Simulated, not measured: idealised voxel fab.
Presented below is a process module, voxel quadruple lines.
Pictured: cross-section cut, 245 nm wide, on a grid of 5 nm square cells.
Cross-section format: a grid of square cells, given as bands from top to bottom; each band is one or more rows of cells. Per band: top height and bottom height in nm, followed by the left-to-right materials and their widths in nm; "edge to edge" marks a single material spanning edge to edge, "empty" marks empty space. Below 0: as-received wafer, all one material; heights counted from there. Lowest band: no bottom, goes on down, written "from 0 down". The two numbers in a width such as "30..40" mark its ends across the band: the first belongs to the top row of cells, the second to the bottom row, and from each row to the next the width moves by the same amount. No cell of the cross-section changed in a step that is given as "stayed the same". Empty spaces without an open route to the top, at least 8 cells in extent, make up the entry "Unvented cavities"; each is given as width x height at distance, where the distance is measured from the left edge, and all are in nm. Heads up: the bit after the settings on a step's line is the simulator's remark on that step. overlay nm: mask right of planned place by this much (step with mask). Neg. = left.

Steps in the process plan:
1,RECEIVE,material Si
2,CONFORMAL_DEP,material Al2O3,thk nm 5
3,DIRECTIONAL_DEP,material TiN,thk nm 10
4,DIRECTIONAL_DEP,material polySi,thk nm 20
5,DIRECTIONAL_DEP,material aC,thk nm 25
6,PATTERN,tone cover,mask id MANDREL,material resist,width nm 25,pitch nm 100,thk nm 30,overlay nm 0
7,DIRECTIONAL_ETCH,etch materials aC,depth nm 25
8,STRIP,etch materials resist
9,CONFORMAL_DEP,material SiO2,thk nm 15
10,DIRECTIONAL_ETCH,etch materials SiO2,depth nm 15
11,STRIP,etch materials aC
12,DIRECTIONAL_ETCH,etch materials polySi,depth nm 20
13,STRIP,etch materials SiO2
14,CONFORMAL_DEP,material SiCN,thk nm 10
15,DIRECTIONAL_ETCH,etch materials SiCN,depth nm 10
16,STRIP,etch materials polySi
17,DIRECTIONAL_ETCH,etch materials TiN,depth nm 10
18,STRIP,etch materials SiCN
Wafer-to-wafer difference: width nm, step 6. Common start. Plan = first wafer's value.

As-received cross-section, first of several wafers, post step 1:
from 0 down  Si edge to edge
Unvented cavities: none

Take any row and you have a wafer at the end of the module: how many cells of each material it has gained (+) or lost (-) since it was received, and then its closed voids:
width nm 25, +49 Al2O3, +32 TiN, Unvented cavities: none
width nm 30, +49 Al2O3, +32 TiN, Unvented cavities: none
width nm 35, +49 Al2O3, +32 TiN, Unvented cavities: none
width nm 40, +49 Al2O3, +32 TiN, Unvented cavities: none
width nm 45, +49 Al2O3, +32 TiN, Unvented cavities: none
width nm 50, +49 Al2O3, +32 TiN, Unvented cavities: none
